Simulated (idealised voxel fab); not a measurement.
Process module under the name voxel double patterning
Cross-section cut spans 200 nm and uses square cells 5 nm in size.
A cross-section in this document is a grid of square cells, and it is written down as bands, the top band listed before the ones below it; a band is made up of one or more rows of cells. In this notation a band is specified by the heights of its top and bottom, in that order and in nm, after which its materials appear from left to right, each paired with its width in nm. The word "throughout" attached to a single material means that material fills the band from edge to edge; the word "air" stands for empty space. Measure heights from 0. That's the level where, below it, the as-received wafer is all one material. The lowest band is bottomless and extends downward; write it as in "0 nm and below". With a width like "30->40", each row of cells in the band differs from the next by the same amount, the top row carrying the first number and the bottom row the second. Step note "no modification" = no cross-section cell changed. The label "Fully sealed cavities" introduces a list of the empty spaces, 8 cells or larger, that have no open way up to the top; each entry in it reads width x height at distance, where the distance is taken from the left edge and all three are stated in nm. Step line, after settings: the simulator's comment on this step. On any step carrying a mask, the "overlay nm" setting, if present on the step's line, tells how far right of its planned place the mask lay; negative values point to the left.

[Process steps - plan]
1. RECEIVE (material Si)
2. CONFORMAL_DEP (material SiN; thk nm 5)
3. DIRECTIONAL_DEP (material SiO2; thk nm 20)
4. DIRECTIONAL_DEP (material SiCN; thk nm 10)
5. DIRECTIONAL_DEP (material aC; thk nm 10)
6. PATTERN (tone open; mask id FIRST; material resist; width nm 15; pitch nm 50; thk nm 30; overlay nm 0)
7. DIRECTIONAL_ETCH (etch materials aC; depth nm 10)
8. STRIP (etch materials resist)
9. DIRECTIONAL_ETCH (etch materials SiCN; depth nm 10)
10. STRIP (etch materials aC)
11. MASKED_ETCH (tone open; mask id SECOND; width nm 15; etch materials SiCN; depth nm 10; overlay nm 0)
12. DIRECTIONAL_ETCH (etch materials SiO2; depth nm 20)
13. STRIP (etch materials SiCN)

[Run as planned: first of two wafers]

[Wafer at receipt (post step 1), cross-section]
0 nm and below = Si throughout
Fully sealed cavities: none

[The wafer, seen in cross-section, after step 2]
5 nm to 0 nm = SiN throughout
Anything lower than 0 is untouched.

[The wafer, seen in cross-section, after step 3]
25 nm to 5 nm = SiO2 throughout
Anything lower than 5 is untouched.

[The wafer, seen in cross-section, after step 4]
35 nm to 25 nm = SiCN throughout
Anything lower than 25 is untouched.

[The wafer, seen in cross-section, after step 5]
45 nm to 35 nm = aC throughout
Anything lower than 35 is untouched.

[The wafer, seen in cross-section, after step 6]
75 nm to 45 nm = 65 of resist | 15 of air | 35 of resist | 15 of air | 70 of resist
Anything lower than 45 is untouched.

[The wafer, seen in cross-section, after step 7]
65 nm to 45 nm = 65 of resist | 15 of air | 35 of resist | 15 of air | 70 of resist
45 nm to 35 nm = 65 of aC | 15 of air | 35 of aC | 15 of air | 70 of aC
Anything lower than 35 is untouched.

[The wafer, seen in cross-section, after step 8]
45 nm to 35 nm = 65 of aC | 15 of air | 35 of aC | 15 of air | 70 of aC
Anything lower than 35 is untouched.

[The wafer, seen in cross-section, after step 9]
45 nm to 35 nm = 65 of aC | 15 of air | 35 of aC | 15 of air | 70 of aC
35 nm to 25 nm = 65 of SiCN | 15 of air | 35 of SiCN | 15 of air | 70 of SiCN
Anything lower than 25 is untouched.

[The wafer, seen in cross-section, after step 10]
35 nm to 25 nm = 65 of SiCN | 15 of air | 35 of SiCN | 15 of air | 70 of SiCN
Anything lower than 25 is untouched.

[The wafer, seen in cross-section, after step 11]
35 nm to 25 nm = 65 of SiCN | 15 of air | 10 of SiCN | 15 of air | 10 of SiCN | 15 of air | 70 of SiCN
Anything lower than 25 is untouched.

[The wafer, seen in cross-section, after step 12]
35 nm to 25 nm = 65 of SiCN | 15 of air | 10 of SiCN | 15 of air | 10 of SiCN | 15 of air | 70 of SiCN
25 nm to 5 nm = 65 of SiO2 | 15 of air | 10 of SiO2 | 15 of air | 10 of SiO2 | 15 of air | 70 of SiO2
Anything lower than 5 is untouched.

[The wafer, seen in cross-section, after step 13]
25 nm to 5 nm = 65 of SiO2 | 15 of air | 10 of SiO2 | 15 of air | 10 of SiO2 | 15 of air | 70 of SiO2
Anything lower than 5 is untouched.

[Here the second wafer is described. Its start and its plan were those of the first wafer. Its run contained one mistake. Up to and including step 2, it did exactly what the first wafer did]

[when step 3 should have ended]
45 nm to 5 nm = SiO2 throughout
Anything lower than 5 is untouched.

[when step 4 should have ended]
55 nm to 45 nm = SiCN throughout
Anything lower than 45 is untouched.

[when step 5 should have ended]
65 nm to 55 nm = aC throughout
Anything lower than 55 is untouched.

[when step 6 should have ended]
95 nm to 65 nm = 65 of resist | 15 of air | 35 of resist | 15 of air | 70 of resist
Anything lower than 65 is untouched.

[when step 7 should have ended]
85 nm to 65 nm = 65 of resist | 15 of air | 35 of resist | 15 of air | 70 of resist
65 nm to 55 nm = 65 of aC | 15 of air | 35 of aC | 15 of air | 70 of aC
Anything lower than 55 is untouched.

[when step 8 should have ended]
65 nm to 55 nm = 65 of aC | 15 of air | 35 of aC | 15 of air | 70 of aC
Anything lower than 55 is untouched.

[when step 9 should have ended]
65 nm to 55 nm = 65 of aC | 15 of air | 35 of aC | 15 of air | 70 of aC
55 nm to 45 nm = 65 of SiCN | 15 of air | 35 of SiCN | 15 of air | 70 of SiCN
Anything lower than 45 is untouched.

[when step 10 should have ended]
55 nm to 45 nm = 65 of SiCN | 15 of air | 35 of SiCN | 15 of air | 70 of SiCN
Anything lower than 45 is untouched.

[when step 11 should have ended]
55 nm to 45 nm = 65 of SiCN | 15 of air | 10 of SiCN | 15 of air | 10 of SiCN | 15 of air | 70 of SiCN
Anything lower than 45 is untouched.

[when step 12 should have ended]
55 nm to 45 nm = 65 of SiCN | 15 of air | 10 of SiCN | 15 of air | 10 of SiCN | 15 of air | 70 of SiCN
45 nm to 25 nm = 65 of SiO2 | 15 of air | 10 of SiO2 | 15 of air | 10 of SiO2 | 15 of air | 70 of SiO2
Anything lower than 25 is untouched.

[when step 13 should have ended]
45 nm to 25 nm = 65 of SiO2 | 15 of air | 10 of SiO2 | 15 of air | 10 of SiO2 | 15 of air | 70 of SiO2
Anything lower than 25 is untouched.
Processing error: twice, step 3 of the plan was run
It is noted that, at the conclusion of processing, the second wafer exhibits a higher or lower cell count for certain materials relative to the first: SiO2: 160 more
